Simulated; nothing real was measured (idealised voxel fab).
Process module name: voxel capacitor over wiring
Cross-section cut spans 300 nm and uses square cells 5 nm in size.
In this document a cross-section is written as a grid of square cells. It is given as a series of bands, listed from the top down, and a band is one or more rows of cells. Each band's line starts with the height of the band's top and of its bottom, in nm. Then come its materials from left to right, each with its width in nm. One material with "edge to edge" fills the band from edge to edge. "blank" is empty space. Heights are expressed relative to 0, this being the level below which the as-received wafer comprises one material exclusively. The lowest band is unbounded in the downward direction and is denoted as in "z 0 and below". Quick explanation for "30 to 40": the width changes in equal steps down the rows of cells, from the first number in the band's top row to the second number in its bottom row. Given "stayed the same" for a step, no cell of the cross-section differs between before and after that step. "Closed-off voids": sealed empty spaces, 8 cells or more, no open way to top, listed width x height at distance, with distance from the left edge and width, height and distance in nm. If you see something after the settings on a step's line, that's the simulator's own remark about that step. Steps that use a mask can have "overlay nm" on their line. It says how far the mask sat to the right of where it was meant to be. Negative means to the left. Layout of what follows: cross-section pairs, each bracketing one process step, the after cross-section shown only to the lowest band that changed, the step between and its settings noted under each pair. Pairs may originate in different runs of this module on the same starting wafer; a pair continues from the pair above only where its entry headed "before" says so.

before:
	z 0 and below  Si edge to edge
	Closed-off voids: none

As Processed:
	z 15 to 0  SiO2 edge to edge
	At heights below 0, the structure remains unaltered.
	Closed-off voids: none
So what happens between those two cross-sections up there? CONFORMAL_DEP | material SiO2 | thk nm 15

before: the after view from the pair directly above serves as the before view here.

As Processed:
	z 20 to 15  TiN edge to edge
	At heights below 15, the structure remains unaltered.
	Closed-off voids: none
So what happens between those two cross-sections up there? DIRECTIONAL_DEP | material TiN | thk nm 5

before: the after view from the pair directly above serves as the before view here.

As Processed:
	z 45 to 20  W edge to edge
	At heights below 20, the structure remains unaltered.
	Closed-off voids: none
So what happens between those two cross-sections up there? DIRECTIONAL_DEP | material W | thk nm 25

before: the after view from the pair directly above serves as the before view here.

As Processed:
	z 65 to 45  blank 95 nm, then resist 20 nm, then blank 65 nm, then resist 20 nm, then blank 100 nm
	At heights below 45, the structure remains unaltered.
	Closed-off voids: none
So what happens between those two cross-sections up there? PATTERN | tone cover | mask id METAL_1 | material resist | width nm 20 | pitch nm 85 | thk nm 20 | overlay nm 0

before: the after view from the pair directly above serves as the before view here.

As Processed:
	z 65 to 45  blank 95 nm, then resist 20 nm, then blank 65 nm, then resist 20 nm, then blank 100 nm
	z 45 to 20  blank 95 nm, then W 20 nm, then blank 65 nm, then W 20 nm, then blank 100 nm
	At heights below 20, the structure remains unaltered.
	Closed-off voids: none
So what happens between those two cross-sections up there? DIRECTIONAL_ETCH | etch materials W | depth nm 25

before: the after view from the pair directly above serves as the before view here.

As Processed:
	z 65 to 45  blank 95 nm, then resist 20 nm, then blank 65 nm, then resist 20 nm, then blank 100 nm
	z 45 to 20  blank 95 nm, then W 20 nm, then blank 65 nm, then W 20 nm, then blank 100 nm
	z 20 to 15  blank 95 nm, then TiN 20 nm, then blank 65 nm, then TiN 20 nm, then blank 100 nm
	At heights below 15, the structure remains unaltered.
	Closed-off voids: none
So what happens between those two cross-sections up there? DIRECTIONAL_ETCH | etch materials TiN | depth nm 5

before: the after view from the pair directly above serves as the before view here.

As Processed:
	z 45 to 20  blank 95 nm, then W 20 nm, then blank 65 nm, then W 20 nm, then blank 100 nm
	At heights below 20, the structure remains unaltered.
	Closed-off voids: none
So what happens between those two cross-sections up there? STRIP | etch materials resist

before: the after view from the pair directly above serves as the before view here.

As Processed:
	z 50 to 45  blank 90 nm, then SiN 30 nm, then blank 55 nm, then SiN 30 nm, then blank 95 nm
	z 45 to 20  blank 90 nm, then SiN 5 nm, then W 20 nm, then SiN 5 nm, then blank 55 nm, then SiN 5 nm, then W 20 nm, then SiN 5 nm, then blank 95 nm
	z 20 to 15  SiN 95 nm, then TiN 20 nm, then SiN 65 nm, then TiN 20 nm, then SiN 100 nm
	At heights below 15, the structure remains unaltered.
	Closed-off voids: none
So what happens between those two cross-sections up there? CONFORMAL_DEP | material SiN | thk nm 5

before: the after view from the pair directly above serves as the before view here.

As Processed:
	z 60 to 50  lowk edge to edge
	z 50 to 45  lowk 90 nm, then SiN 30 nm, then lowk 55 nm, then SiN 30 nm, then lowk 95 nm
	z 45 to 20  lowk 90 nm, then SiN 5 nm, then W 20 nm, then SiN 5 nm, then lowk 55 nm, then SiN 5 nm, then W 20 nm, then SiN 5 nm, then lowk 95 nm
	At heights below 20, the structure remains unaltered.
	Closed-off voids: none
So what happens between those two cross-sections up there? FILL_DEP | material lowk | thk nm 10

before: the after view from the pair directly above serves as the before view here.

As Processed:
	z 45 to 20  lowk 90 nm, then SiN 5 nm, then W 20 nm, then SiN 5 nm, then lowk 55 nm, then SiN 5 nm, then W 20 nm, then SiN 5 nm, then lowk 95 nm
	At heights below 20, the structure remains unaltered.
	Closed-off voids: none
So what happens between those two cross-sections up there? CMP | height nm 45

before: the after view from the pair directly above serves as the before view here.

As Processed:
	z 50 to 45  SiCN edge to edge
	At heights below 45, the structure remains unaltered.
	Closed-off voids: none
So what happens between those two cross-sections up there? CONFORMAL_DEP | material SiCN | thk nm 5

before: the after view from the pair directly above serves as the before view here.

As Processed:
	z 65 to 50  lowk edge to edge
	At heights below 50, the structure remains unaltered.
	Closed-off voids: none
So what happens between those two cross-sections up there? DIRECTIONAL_DEP | material lowk | thk nm 15

before: the after view from the pair directly above serves as the before view here.

As Processed:
	z 75 to 65  aC edge to edge
	At heights below 65, the structure remains unaltered.
	Closed-off voids: none
So what happens between those two cross-sections up there? DIRECTIONAL_DEP | material aC | thk nm 10

before: the after view from the pair directly above serves as the before view here.

As Processed:
	z 105 to 75  resist 100 nm, then blank 15 nm, then resist 185 nm
	At heights below 75, the structure remains unaltered.
	Closed-off voids: none
So what happens between those two cross-sections up there? PATTERN | tone open | mask id PLUG_1 | material resist | width nm 15 | thk nm 30 | overlay nm 0

before: the after view from the pair directly above serves as the before view here.

As Processed:
	z 95 to 75  resist 100 nm, then blank 15 nm, then resist 185 nm
	z 75 to 65  aC 100 nm, then blank 15 nm, then aC 185 nm
	At heights below 65, the structure remains unaltered.
	Closed-off voids: none
So what happens between those two cross-sections up there? DIRECTIONAL_ETCH | etch materials aC | depth nm 10

before: the after view from the pair directly above serves as the before view here.

As Processed:
	z 75 to 65  aC 100 nm, then blank 15 nm, then aC 185 nm
	At heights below 65, the structure remains unaltered.
	Closed-off voids: none
So what happens between those two cross-sections up there? STRIP | etch materials resist

before: the after view from the pair directly above serves as the before view here.

As Processed:
	z 75 to 65  aC 100 nm, then blank 15 nm, then aC 185 nm
	z 65 to 50  lowk 100 nm, then blank 15 nm, then lowk 185 nm
	At heights below 50, the structure remains unaltered.
	Closed-off voids: none
So what happens between those two cross-sections up there? DIRECTIONAL_ETCH | etch materials lowk | depth nm 15

before: the after view from the pair directly above serves as the before view here.

As Processed:
	z 75 to 65  aC 100 nm, then blank 15 nm, then aC 185 nm
	z 65 to 50  lowk 100 nm, then blank 15 nm, then lowk 185 nm
	z 50 to 45  SiCN 100 nm, then blank 15 nm, then SiCN 185 nm
	At heights below 45, the structure remains unaltered.
	Closed-off voids: none
So what happens between those two cross-sections up there? DIRECTIONAL_ETCH | etch materials SiCN | depth nm 5

before: the after view from the pair directly above serves as the before view here.

As Processed:
	z 65 to 50  lowk 100 nm, then blank 15 nm, then lowk 185 nm
	At heights below 50, the structure remains unaltered.
	Closed-off voids: none
So what happens between those two cross-sections up there? STRIP | etch materials aC

before: the after view from the pair directly above serves as the before view here.

As Processed:
	z 65 to 55  lowk 100 nm, then blank 15 nm, then lowk 185 nm
	z 55 to 50  lowk 100 nm, then Ru 15 nm, then lowk 185 nm
	z 50 to 45  SiCN 100 nm, then Ru 15 nm, then SiCN 185 nm
	At heights below 45, the structure remains unaltered.
	Closed-off voids: none
So what happens between those two cross-sections up there? EPI | material Ru | thk nm 10

before: the after view from the pair directly above serves as the before view here.

As Processed:
	z 65 to 50  lowk 100 nm, then Ru 15 nm, then lowk 185 nm
	At heights below 50, the structure remains unaltered.
	Closed-off voids: none
So what happens between those two cross-sections up there? EPI | material Ru | thk nm 10

before: the after view from the pair directly above serves as the before view here.

As Processed:
	z 70 to 65  TiN edge to edge
	At heights below 65, the structure remains unaltered.
	Closed-off voids: none
So what happens between those two cross-sections up there? DIRECTIONAL_DEP | material TiN | thk nm 5

before: the after view from the pair directly above serves as the before view here.

As Processed:
	z 75 to 70  Al2O3 edge to edge
	At heights below 70, the structure remains unaltered.
	Closed-off voids: none
So what happens between those two cross-sections up there? DIRECTIONAL_DEP | material Al2O3 | thk nm 5

before: the after view from the pair directly above serves as the before view here.

As Processed:
	z 85 to 75  TiN edge to edge
	At heights below 75, the structure remains unaltered.
	Closed-off voids: none
So what happens between those two cross-sections up there? DIRECTIONAL_DEP | material TiN | thk nm 10

before: the after view from the pair directly above serves as the before view here.

As Processed:
	z 85 to 75  blank 100 nm, then TiN 70 nm, then blank 130 nm
	At heights below 75, the structure remains unaltered.
	Closed-off voids: none
So what happens between those two cross-sections up there? MASKED_ETCH | tone cover | mask id UPPER_PLATE | width nm 70 | etch materials TiN | depth nm 10 | overlay nm 0

before: the after view from the pair directly above serves as the before view here.

As Processed:
	z 85 to 75  blank 100 nm, then TiN 70 nm, then blank 130 nm
	z 75 to 70  blank 100 nm, then Al2O3 70 nm, then blank 130 nm
	At heights below 70, the structure remains unaltered.
	Closed-off voids: none
So what happens between those two cross-sections up there? MASKED_ETCH | tone cover | mask id UPPER_PLATE | width nm 70 | etch materials Al2O3 | depth nm 5 | overlay nm 0

before: the after view from the pair directly above serves as the before view here.

As Processed:
	z 100 to 85  blank 100 nm, then aC 70 nm, then blank 130 nm
	z 85 to 75  aC 100 nm, then TiN 70 nm, then aC 130 nm
	z 75 to 70  aC 100 nm, then Al2O3 70 nm, then aC 130 nm
	At heights below 70, the structure remains unaltered.
	Closed-off voids: none
So what happens between those two cross-sections up there? DIRECTIONAL_DEP | material aC | thk nm 15

before: the after view from the pair directly above serves as the before view here.

As Processed:
	z 130 to 100  blank 95 nm, then resist 80 nm, then blank 125 nm
	z 100 to 85  blank 95 nm, then resist 5 nm, then aC 70 nm, then resist 5 nm, then blank 125 nm
	At heights below 85, the structure remains unaltered.
	Closed-off voids: none
So what happens between those two cross-sections up there? PATTERN | tone cover | mask id LOWER_PLATE | material resist | width nm 80 | thk nm 30 | overlay nm 0

before: the after view from the pair directly above serves as the before view here.

As Processed:
	z 115 to 100  blank 95 nm, then resist 80 nm, then blank 125 nm
	z 100 to 85  blank 95 nm, then resist 5 nm, then aC 70 nm, then resist 5 nm, then blank 125 nm
	z 85 to 75  blank 95 nm, then aC 5 nm, then TiN 70 nm, then aC 5 nm, then blank 125 nm
	z 75 to 70  blank 95 nm, then aC 5 nm, then Al2O3 70 nm, then aC 5 nm, then blank 125 nm
	At heights below 70, the structure remains unaltered.
	Closed-off voids: none
So what happens between those two cross-sections up there? DIRECTIONAL_ETCH | etch materials aC | depth nm 15

before: the after view from the pair directly above serves as the before view here.

As Processed:
	z 100 to 85  blank 100 nm, then aC 70 nm, then blank 130 nm
	At heights below 85, the structure remains unaltered.
	Closed-off voids: none
So what happens between those two cross-sections up there? STRIP | etch materials resist

before: the after view from the pair directly above serves as the before view here.

As Processed:
	z 100 to 85  blank 100 nm, then aC 70 nm, then blank 130 nm
	z 85 to 75  blank 95 nm, then aC 5 nm, then TiN 70 nm, then aC 5 nm, then blank 125 nm
	z 75 to 70  blank 95 nm, then aC 5 nm, then Al2O3 70 nm, then aC 5 nm, then blank 125 nm
	z 70 to 65  blank 95 nm, then TiN 80 nm, then blank 125 nm
	At heights below 65, the structure remains unaltered.
	Closed-off voids: none
So what happens between those two cross-sections up there? DIRECTIONAL_ETCH | etch materials TiN | depth nm 5

before: the after view from the pair directly above serves as the before view here.

As Processed:
	z 85 to 75  blank 100 nm, then TiN 70 nm, then blank 130 nm
	z 75 to 70  blank 100 nm, then Al2O3 70 nm, then blank 130 nm
	At heights below 70, the structure remains unaltered.
	Closed-off voids: none
So what happens between those two cross-sections up there? STRIP | etch materials aC

before: the after view from the pair directly above serves as the before view here.

As Processed:
	z 105 to 85  SiO2 edge to edge
	z 85 to 75  SiO2 100 nm, then TiN 70 nm, then SiO2 130 nm
	z 75 to 70  SiO2 100 nm, then Al2O3 70 nm, then SiO2 130 nm
	z 70 to 65  SiO2 95 nm, then TiN 80 nm, then SiO2 125 nm
	At heights below 65, the structure remains unaltered.
	Closed-off voids: none
So what happens between those two cross-sections up there? FILL_DEP | material SiO2 | thk nm 20

before: the after view from the pair directly above serves as the before view here.

As Processed:
	z 100 to 85  SiO2 edge to edge
	At heights below 85, the structure remains unaltered.
	Closed-off voids: none
So what happens between those two cross-sections up there? CMP | height nm 100

before: the after view from the pair directly above serves as the before view here.

As Processed:
	z 100 to 85  SiO2 110 nm, then blank 15 nm, then SiO2 175 nm
	At heights below 85, the structure remains unaltered.
	Closed-off voids: none
So what happens between those two cross-sections up there? MASKED_ETCH | tone open | mask id PLUG_2 | width nm 15 | etch materials SiO2 | depth nm 15 | overlay nm 0

before: the after view from the pair directly above serves as the before view here.

As Processed:
	z 105 to 100  TiN 115 nm, then blank 5 nm, then TiN 180 nm
	z 100 to 90  SiO2 110 nm, then TiN 5 nm, then blank 5 nm, then TiN 5 nm, then SiO2 175 nm
	z 90 to 85  SiO2 110 nm, then TiN 15 nm, then SiO2 175 nm
	At heights below 85, the structure remains unaltered.
	Closed-off voids: none
So what happens between those two cross-sections up there? CONFORMAL_DEP | material TiN | thk nm 5

before: the after view from the pair directly above serves as the before view here.

As Processed:
	z 115 to 105  Ru edge to edge
	z 105 to 100  TiN 115 nm, then Ru 5 nm, then TiN 180 nm
	z 100 to 90  SiO2 110 nm, then TiN 5 nm, then Ru 5 nm, then TiN 5 nm, then SiO2 175 nm
	At heights below 90, the structure remains unaltered.
	Closed-off voids: none
So what happens between those two cross-sections up there? FILL_DEP | material Ru | thk nm 10

before: the after view from the pair directly above serves as the before view here.

As Processed:
	z 100 to 90  SiO2 110 nm, then TiN 5 nm, then Ru 5 nm, then TiN 5 nm, then SiO2 175 nm
	At heights below 90, the structure remains unaltered.
	Closed-off voids: none
So what happens between those two cross-sections up there? CMP | height nm 100

before: the after view from the pair directly above serves as the before view here.

As Processed:
	z 105 to 100  SiN edge to edge
	At heights below 100, the structure remains unaltered.
	Closed-off voids: none
So what happens between those two cross-sections up there? CONFORMAL_DEP | material SiN | thk nm 5

before:
	z 70 to 65  TiN edge to edge
	z 65 to 50  lowk 100 nm, then Ru 15 nm, then lowk 185 nm
	z 50 to 45  SiCN 100 nm, then Ru 15 nm, then SiCN 185 nm
	z 45 to 20  lowk 90 nm, then SiN 5 nm, then W 20 nm, then SiN 5 nm, then lowk 55 nm, then SiN 5 nm, then W 20 nm, then SiN 5 nm, then lowk 95 nm
	z 20 to 15  SiN 95 nm, then TiN 20 nm, then SiN 65 nm, then TiN 20 nm, then SiN 100 nm
	z 15 to 0  SiO2 edge to edge
	z 0 and below  Si edge to edge
	Closed-off voids: none

As Processed:
	z 80 to 65  TiN edge to edge
	At heights below 65, the structure remains unaltered.
	Closed-off voids: none
So what happens between those two cross-sections up there? DIRECTIONAL_DEP | material TiN | thk nm 10

before: the after view from the pair directly above serves as the before view here.

As Processed:
	z 80 to 70  blank 100 nm, then TiN 70 nm, then blank 130 nm
	At heights below 70, the structure remains unaltered.
	Closed-off voids: none
So what happens between those two cross-sections up there? MASKED_ETCH | tone cover | mask id UPPER_PLATE | width nm 70 | etch materials TiN | depth nm 10 | overlay nm 0

before: the after view from the pair directly above serves as the before view here.

As Processed:
	z 95 to 85  blank 100 nm, then aC 70 nm, then blank 130 nm
	z 85 to 80  aC edge to edge
	z 80 to 70  aC 100 nm, then TiN 70 nm, then aC 130 nm
	At heights below 70, the structure remains unaltered.
	Closed-off voids: none
So what happens between those two cross-sections up there? DIRECTIONAL_DEP | material aC | thk nm 15

before: the after view from the pair directly above serves as the before view here.

As Processed:
	z 125 to 95  blank 95 nm, then resist 80 nm, then blank 125 nm
	z 95 to 85  blank 95 nm, then resist 5 nm, then aC 70 nm, then resist 5 nm, then blank 125 nm
	At heights below 85, the structure remains unaltered.
	Closed-off voids: none
So what happens between those two cross-sections up there? PATTERN | tone cover | mask id LOWER_PLATE | material resist | width nm 80 | thk nm 30 | overlay nm 0

before: the after view from the pair directly above serves as the before view here.

As Processed:
	z 110 to 95  blank 95 nm, then resist 80 nm, then blank 125 nm
	z 95 to 85  blank 95 nm, then resist 5 nm, then aC 70 nm, then resist 5 nm, then blank 125 nm
	z 85 to 80  blank 95 nm, then aC 80 nm, then blank 125 nm
	z 80 to 70  blank 95 nm, then aC 5 nm, then TiN 70 nm, then aC 5 nm, then blank 125 nm
	At heights below 70, the structure remains unaltered.
	Closed-off voids: none
So what happens between those two cross-sections up there? DIRECTIONAL_ETCH | etch materials aC | depth nm 15

before: the after view from the pair directly above serves as the before view here.

As Processed:
	z 95 to 85  blank 100 nm, then aC 70 nm, then blank 130 nm
	At heights below 85, the structure remains unaltered.
	Closed-off voids: none
So what happens between those two cross-sections up there? STRIP | etch materials resist

before: the after view from the pair directly above serves as the before view here.

As Processed:
	z 95 to 85  blank 100 nm, then aC 70 nm, then blank 130 nm
	z 85 to 80  blank 95 nm, then aC 80 nm, then blank 125 nm
	z 80 to 70  blank 95 nm, then aC 5 nm, then TiN 70 nm, then aC 5 nm, then blank 125 nm
	z 70 to 65  blank 95 nm, then TiN 80 nm, then blank 125 nm
	At heights below 65, the structure remains unaltered.
	Closed-off voids: none
So what happens between those two cross-sections up there? DIRECTIONAL_ETCH | etch materials TiN | depth nm 5

before: the after view from the pair directly above serves as the before view here.

As Processed:
	z 80 to 70  blank 100 nm, then TiN 70 nm, then blank 130 nm
	At heights below 70, the structure remains unaltered.
	Closed-off voids: none
So what happens between those two cross-sections up there? STRIP | etch materials aC

before: the after view from the pair directly above serves as the before view here.

As Processed:
	z 100 to 80  SiO2 edge to edge
	z 80 to 70  SiO2 100 nm, then TiN 70 nm, then SiO2 130 nm
	z 70 to 65  SiO2 95 nm, then TiN 80 nm, then SiO2 125 nm
	At heights below 65, the structure remains unaltered.
	Closed-off voids: none
So what happens between those two cross-sections up there? FILL_DEP | material SiO2 | thk nm 20

before: the after view from the pair directly above serves as the before view here.

As Processed:
	z 100 to 85  SiO2 110 nm, then blank 15 nm, then SiO2 175 nm
	At heights below 85, the structure remains unaltered.
	Closed-off voids: none
So what happens between those two cross-sections up there? MASKED_ETCH | tone open | mask id PLUG_2 | width nm 15 | etch materials SiO2 | depth nm 15 | overlay nm 0

before: the after view from the pair directly above serves as the before view here.

As Processed:
	z 105 to 100  TiN 115 nm, then blank 5 nm, then TiN 180 nm
	z 100 to 90  SiO2 110 nm, then TiN 5 nm, then blank 5 nm, then TiN 5 nm, then SiO2 175 nm
	z 90 to 85  SiO2 110 nm, then TiN 15 nm, then SiO2 175 nm
	At heights below 85, the structure remains unaltered.
	Closed-off voids: none
So what happens between those two cross-sections up there? CONFORMAL_DEP | material TiN | thk nm 5

before: the after view from the pair directly above serves as the before view here.

As Processed:
	z 115 to 105  Ru edge to edge
	z 105 to 100  TiN 115 nm, then Ru 5 nm, then TiN 180 nm
	z 100 to 90  SiO2 110 nm, then TiN 5 nm, then Ru 5 nm, then TiN 5 nm, then SiO2 175 nm
	At heights below 90, the structure remains unaltered.
	Closed-off voids: none
So what happens between those two cross-sections up there? FILL_DEP | material Ru | thk nm 10

before: the after view from the pair directly above serves as the before view here.

As Processed:
	z 100 to 90  SiO2 110 nm, then TiN 5 nm, then Ru 5 nm, then TiN 5 nm, then SiO2 175 nm
	At heights below 90, the structure remains unaltered.
	Closed-off voids: none
So what happens between those two cross-sections up there? CMP | height nm 100

before: the after view from the pair directly above serves as the before view here.

As Processed:
	z 105 to 100  SiN edge to edge
	At heights below 100, the structure remains unaltered.
	Closed-off voids: none
So what happens between those two cross-sections up there? CONFORMAL_DEP | material SiN | thk nm 5

before:
	z 65 to 50  lowk edge to edge
	z 50 to 45  SiCN edge to edge
	z 45 to 20  lowk 90 nm, then SiN 5 nm, then W 20 nm, then SiN 5 nm, then lowk 55 nm, then SiN 5 nm, then W 20 nm, then SiN 5 nm, then lowk 95 nm
	z 20 to 15  SiN 95 nm, then TiN 20 nm, then SiN 65 nm, then TiN 20 nm, then SiN 100 nm
	z 15 to 0  SiO2 edge to edge
	z 0 and below  Si edge to edge
	Closed-off voids: none

As Processed:
	z 80 to 50  lowk edge to edge
	At heights below 50, the structure remains unaltered.
	Closed-off voids: none
So what happens between those two cross-sections up there? DIRECTIONAL_DEP | material lowk | thk nm 15

before: the after view from the pair directly above serves as the before view here.

As Processed:
	z 90 to 80  aC edge to edge
	At heights below 80, the structure remains unaltered.
	Closed-off voids: none
So what happens between those two cross-sections up there? DIRECTIONAL_DEP | material aC | thk nm 10

before: the after view from the pair directly above serves as the before view here.

As Processed:
	z 120 to 90  resist 100 nm, then blank 15 nm, then resist 185 nm
	At heights below 90, the structure remains unaltered.
	Closed-off voids: none
So what happens between those two cross-sections up there? PATTERN | tone open | mask id PLUG_1 | material resist | width nm 15 | thk nm 30 | overlay nm 0

before: the after view from the pair directly above serves as the before view here.

As Processed:
	z 110 to 90  resist 100 nm, then blank 15 nm, then resist 185 nm
	z 90 to 80  aC 100 nm, then blank 15 nm, then aC 185 nm
	At heights below 80, the structure remains unaltered.
	Closed-off voids: none
So what happens between those two cross-sections up there? DIRECTIONAL_ETCH | etch materials aC | depth nm 10

before: the after view from the pair directly above serves as the before view here.

As Processed:
	z 90 to 80  aC 100 nm, then blank 15 nm, then aC 185 nm
	At heights below 80, the structure remains unaltered.
	Closed-off voids: none
So what happens between those two cross-sections up there? STRIP | etch materials resist

before: the after view from the pair directly above serves as the before view here.

As Processed:
	z 90 to 80  aC 100 nm, then blank 15 nm, then aC 185 nm
	z 80 to 65  lowk 100 nm, then blank 15 nm, then lowk 185 nm
	At heights below 65, the structure remains unaltered.
	Closed-off voids: none
So what happens between those two cross-sections up there? DIRECTIONAL_ETCH | etch materials lowk | depth nm 15

before: the after view from the pair directly above serves as the before view here.

As Processed:
	z 80 to 65  lowk 100 nm, then blank 15 nm, then lowk 185 nm
	At heights below 65, the structure remains unaltered.
	Closed-off voids: none
So what happens between those two cross-sections up there? STRIP | etch materials aC

before: the after view from the pair directly above serves as the before view here.

As Processed:
	z 85 to 80  TiN 100 nm, then blank 15 nm, then TiN 185 nm
	z 80 to 70  lowk 100 nm, then blank 15 nm, then lowk 185 nm
	z 70 to 65  lowk 100 nm, then TiN 15 nm, then lowk 185 nm
	At heights below 65, the structure remains unaltered.
	Closed-off voids: none
So what happens between those two cross-sections up there? DIRECTIONAL_DEP | material TiN | thk nm 5

before: the after view from the pair directly above serves as the before view here.

As Processed:
	z 90 to 85  Al2O3 100 nm, then blank 15 nm, then Al2O3 185 nm
	z 85 to 80  TiN 100 nm, then blank 15 nm, then TiN 185 nm
	z 80 to 75  lowk 100 nm, then blank 15 nm, then lowk 185 nm
	z 75 to 70  lowk 100 nm, then Al2O3 15 nm, then lowk 185 nm
	At heights below 70, the structure remains unaltered.
	Closed-off voids: none
So what happens between those two cross-sections up there? DIRECTIONAL_DEP | material Al2O3 | thk nm 5

before: the after view from the pair directly above serves as the before view here.

As Processed:
	z 100 to 90  TiN 100 nm, then blank 15 nm, then TiN 185 nm
	z 90 to 85  Al2O3 100 nm, then blank 15 nm, then Al2O3 185 nm
	z 85 to 80  TiN edge to edge
	z 80 to 75  lowk 100 nm, then TiN 15 nm, then lowk 185 nm
	At heights below 75, the structure remains unaltered.
	Closed-off voids: none
So what happens between those two cross-sections up there? DIRECTIONAL_DEP | material TiN | thk nm 10

before: the after view from the pair directly above serves as the before view here.

As Processed:
	z 100 to 90  blank 115 nm, then TiN 55 nm, then blank 130 nm
	At heights below 90, the structure remains unaltered.
	Closed-off voids: none
So what happens between those two cross-sections up there? MASKED_ETCH | tone cover | mask id UPPER_PLATE | width nm 70 | etch materials TiN | depth nm 10 | overlay nm 0

before: the after view from the pair directly above serves as the before view here.

As Processed:
	z 100 to 90  blank 115 nm, then TiN 55 nm, then blank 130 nm
	z 90 to 85  blank 115 nm, then Al2O3 55 nm, then blank 130 nm
	At heights below 85, the structure remains unaltered.
	Closed-off voids: none
So what happens between those two cross-sections up there? MASKED_ETCH | tone cover | mask id UPPER_PLATE | width nm 70 | etch materials Al2O3 | depth nm 5 | overlay nm 0

before: the after view from the pair directly above serves as the before view here.

As Processed:
	z 115 to 100  blank 115 nm, then aC 55 nm, then blank 130 nm
	z 100 to 90  aC 115 nm, then TiN 55 nm, then aC 130 nm
	z 90 to 85  aC 115 nm, then Al2O3 55 nm, then aC 130 nm
	At heights below 85, the structure remains unaltered.
	Closed-off voids: none
So what happens between those two cross-sections up there? DIRECTIONAL_DEP | material aC | thk nm 15

before: the after view from the pair directly above serves as the before view here.

As Processed:
	z 145 to 115  blank 95 nm, then resist 80 nm, then blank 125 nm
	z 115 to 100  blank 95 nm, then resist 20 nm, then aC 55 nm, then resist 5 nm, then blank 125 nm
	At heights below 100, the structure remains unaltered.
	Closed-off voids: none
So what happens between those two cross-sections up there? PATTERN | tone cover | mask id LOWER_PLATE | material resist | width nm 80 | thk nm 30 | overlay nm 0

before: the after view from the pair directly above serves as the before view here.

As Processed:
	z 130 to 115  blank 95 nm, then resist 80 nm, then blank 125 nm
	z 115 to 100  blank 95 nm, then resist 20 nm, then aC 55 nm, then resist 5 nm, then blank 125 nm
	z 100 to 90  blank 95 nm, then aC 20 nm, then TiN 55 nm, then aC 5 nm, then blank 125 nm
	z 90 to 85  blank 95 nm, then aC 20 nm, then Al2O3 55 nm, then aC 5 nm, then blank 125 nm
	At heights below 85, the structure remains unaltered.
	Closed-off voids: none
So what happens between those two cross-sections up there? DIRECTIONAL_ETCH | etch materials aC | depth nm 15

before: the after view from the pair directly above serves as the before view here.

As Processed:
	z 115 to 100  blank 115 nm, then aC 55 nm, then blank 130 nm
	At heights below 100, the structure remains unaltered.
	Closed-off voids: none
So what happens between those two cross-sections up there? STRIP | etch materials resist

before: the after view from the pair directly above serves as the before view here.

As Processed:
	z 115 to 100  blank 115 nm, then aC 55 nm, then blank 130 nm
	z 100 to 90  blank 95 nm, then aC 20 nm, then TiN 55 nm, then aC 5 nm, then blank 125 nm
	z 90 to 85  blank 95 nm, then aC 20 nm, then Al2O3 55 nm, then aC 5 nm, then blank 125 nm
	z 85 to 80  blank 95 nm, then TiN 80 nm, then blank 125 nm
	At heights below 80, the structure remains unaltered.
	Closed-off voids: none
So what happens between those two cross-sections up there? DIRECTIONAL_ETCH | etch materials TiN | depth nm 5

before: the after view from the pair directly above serves as the before view here.

As Processed:
	z 100 to 90  blank 115 nm, then TiN 55 nm, then blank 130 nm
	z 90 to 85  blank 115 nm, then Al2O3 55 nm, then blank 130 nm
	At heights below 85, the structure remains unaltered.
	Closed-off voids: none
So what happens between those two cross-sections up there? STRIP | etch materials aC

before: the after view from the pair directly above serves as the before view here.

As Processed:
	z 120 to 100  SiO2 edge to edge
	z 100 to 90  SiO2 115 nm, then TiN 55 nm, then SiO2 130 nm
	z 90 to 85  SiO2 115 nm, then Al2O3 55 nm, then SiO2 130 nm
	z 85 to 80  SiO2 95 nm, then TiN 80 nm, then SiO2 125 nm
	At heights below 80, the structure remains unaltered.
	Closed-off voids: none
So what happens between those two cross-sections up there? FILL_DEP | material SiO2 | thk nm 20

before: the after view from the pair directly above serves as the before view here.

As Processed:
	z 100 to 90  SiO2 115 nm, then TiN 55 nm, then SiO2 130 nm
	At heights below 90, the structure remains unaltered.
	Closed-off voids: none
So what happens between those two cross-sections up there? CMP | height nm 100

before: the after view from the pair directly above serves as the before view here.

As Processed:
	z 100 to 90  SiO2 110 nm, then blank 5 nm, then TiN 55 nm, then SiO2 130 nm
	z 90 to 85  SiO2 110 nm, then blank 5 nm, then Al2O3 55 nm, then SiO2 130 nm
	At heights below 85, the structure remains unaltered.
	Closed-off voids: none
So what happens between those two cross-sections up there? MASKED_ETCH | tone open | mask id PLUG_2 | width nm 15 | etch materials SiO2 | depth nm 15 | overlay nm 0

before: the after view from the pair directly above serves as the before view here.

As Processed:
	z 105 to 100  TiN edge to edge
	z 100 to 90  SiO2 110 nm, then TiN 60 nm, then SiO2 130 nm
	z 90 to 85  SiO2 110 nm, then TiN 5 nm, then Al2O3 55 nm, then SiO2 130 nm
	At heights below 85, the structure remains unaltered.
	Closed-off voids: none
So what happens between those two cross-sections up there? CONFORMAL_DEP | material TiN | thk nm 5

before: the after view from the pair directly above serves as the before view here.

As Processed:
	z 115 to 105  Ru edge to edge
	At heights below 105, the structure remains unaltered.
	Closed-off voids: none
So what happens between those two cross-sections up there? FILL_DEP | material Ru | thk nm 10

before: the after view from the pair directly above serves as the before view here.

As Processed:
	z 100 to 90  SiO2 110 nm, then TiN 60 nm, then SiO2 130 nm
	At heights below 90, the structure remains unaltered.
	Closed-off voids: none
So what happens between those two cross-sections up there? CMP | height nm 100

before: the after view from the pair directly above serves as the before view here.

As Processed:
	z 105 to 100  SiN edge to edge
	At heights below 100, the structure remains unaltered.
	Closed-off voids: none
So what happens between those two cross-sections up there? CONFORMAL_DEP | material SiN | thk nm 5
